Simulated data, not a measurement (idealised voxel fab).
This section sets out a process module, namely voxel local oxidation.
We display cut, a cross-section 205 nm in width whose square cells are each 5 nm.
When this document writes out a cross-section, it uses a grid of square cells and lists it as bands, beginning at the top and moving down, with a band standing for one or more rows of cells. Per band: top height and bottom height in nm, followed by the left-to-right materials and their widths in nm; "everywhere" marks a single material spanning edge to edge, "air" marks empty space. Measure heights from 0. That's the level where, below it, the as-received wafer is all one material. The lowest band is bottomless and extends downward; write it as in "0 and below". Width "30..40": first value at the band's top row of cells, second value at its bottom row, equal change from row to row. What does "nothing changed" mean for a step? It means no cell of the cross-section changed in that step. Enclosed voids (no open way to top), threshold 8 cells or more, entry "Enclosed empty spaces", notation width x height at distance, distance from left edge, nm. Text after the settings on a step's line: the simulator's own remark on that step. "overlay nm" answers the question of how far to the right of plan the mask lay on a step that has a mask, and when it is negative the answer is to the left.

# These are the steps we planned for the process
step 1: RECEIVE, material Si
step 2: CONFORMAL_DEP, material SiO2, thk nm 5
step 3: CONFORMAL_DEP, material SiN, thk nm 15
step 4: DIRECTIONAL_DEP, material aC, thk nm 10
step 5: PATTERN, tone cover, mask id ACTIVE, material resist, width nm 90, thk nm 30, overlay nm 0
step 6: DIRECTIONAL_ETCH, etch materials aC, depth nm 10
step 7: STRIP, etch materials resist
step 8: DIRECTIONAL_ETCH, etch materials SiN, depth nm 15
step 9: STRIP, etch materials aC
step 10: SELECTIVE_ETCH, etch materials SiO2, depth nm 5
step 11: OXIDIZE, depth nm 15
step 12: STRIP, etch materials SiN

# first wafer, as planned

# Wafer cross-section on receipt, i.e. after step 1
	0 and below | Si everywhere
	Enclosed empty spaces: none

# Once step 2 is through, the wafer looks like this in cross-section
	5 down to 0 | SiO2 everywhere
	Below 0, the layers are the same as they were.

# Once step 3 is through, the wafer looks like this in cross-section
	20 down to 5 | SiN everywhere
	Below 5, the layers are the same as they were.

# Once step 4 is through, the wafer looks like this in cross-section
	30 down to 20 | aC everywhere
	Below 20, the layers are the same as they were.

# Once step 5 is through, the wafer looks like this in cross-section
	60 down to 30 | air 55 nm / resist 90 nm / air 60 nm
	Below 30, the layers are the same as they were.

# Once step 6 is through, the wafer looks like this in cross-section
	50 down to 30 | air 55 nm / resist 90 nm / air 60 nm
	30 down to 20 | air 55 nm / aC 90 nm / air 60 nm
	Below 20, the layers are the same as they were.

# Once step 7 is through, the wafer looks like this in cross-section
	30 down to 20 | air 55 nm / aC 90 nm / air 60 nm
	Below 20, the layers are the same as they were.

# Once step 8 is through, the wafer looks like this in cross-section
	30 down to 20 | air 55 nm / aC 90 nm / air 60 nm
	20 down to 5 | air 55 nm / SiN 90 nm / air 60 nm
	Below 5, the layers are the same as they were.

# Once step 9 is through, the wafer looks like this in cross-section
	20 down to 5 | air 55 nm / SiN 90 nm / air 60 nm
	Below 5, the layers are the same as they were.

# Once step 10 is through, the wafer looks like this in cross-section
	20 down to 5 | air 55 nm / SiN 90 nm / air 60 nm
	5 down to 0 | air 60 nm / SiO2 80 nm / air 65 nm
	Below 0, the layers are the same as they were.

# Once step 11 is through, the wafer looks like this in cross-section
	20 down to 5 | air 55 nm / SiN 90 nm / air 60 nm
	5 down to 0 | air 60 nm / SiO2 80 nm / air 65 nm
	0 down to -15 | SiO2 75 nm / Si 50 nm / SiO2 80 nm
	Below -15, the layers are the same as they were.

# Once step 12 is through, the wafer looks like this in cross-section
	5 down to 0 | air 60 nm / SiO2 80 nm / air 65 nm
	Below 0, the layers are the same as they were.

# The Second Wafer: Common Origin and Plan, One Mistake in Execution, Identical to the First Through Step 10

# Planned end of step 11: second wafer, cross-section
	20 down to 5 | air 55 nm / SiN 90 nm / air 60 nm
	5 down to 0 | air 60 nm / SiO2 80 nm / air 65 nm
	0 down to -15 | SiO2 75 nm / Si 50 nm / SiO2 80 nm
	Below -15, the layers are the same as they were.

# Planned end of step 12: second wafer, cross-section
	5 down to 0 | air 60 nm / SiO2 80 nm / air 65 nm
	Below 0, the layers are the same as they were.
What broke from the plan during processing? step 11 was run twice
The two wafers wind up with the same cross-section at the end, so whatever this model computes is the same despite the mistake.
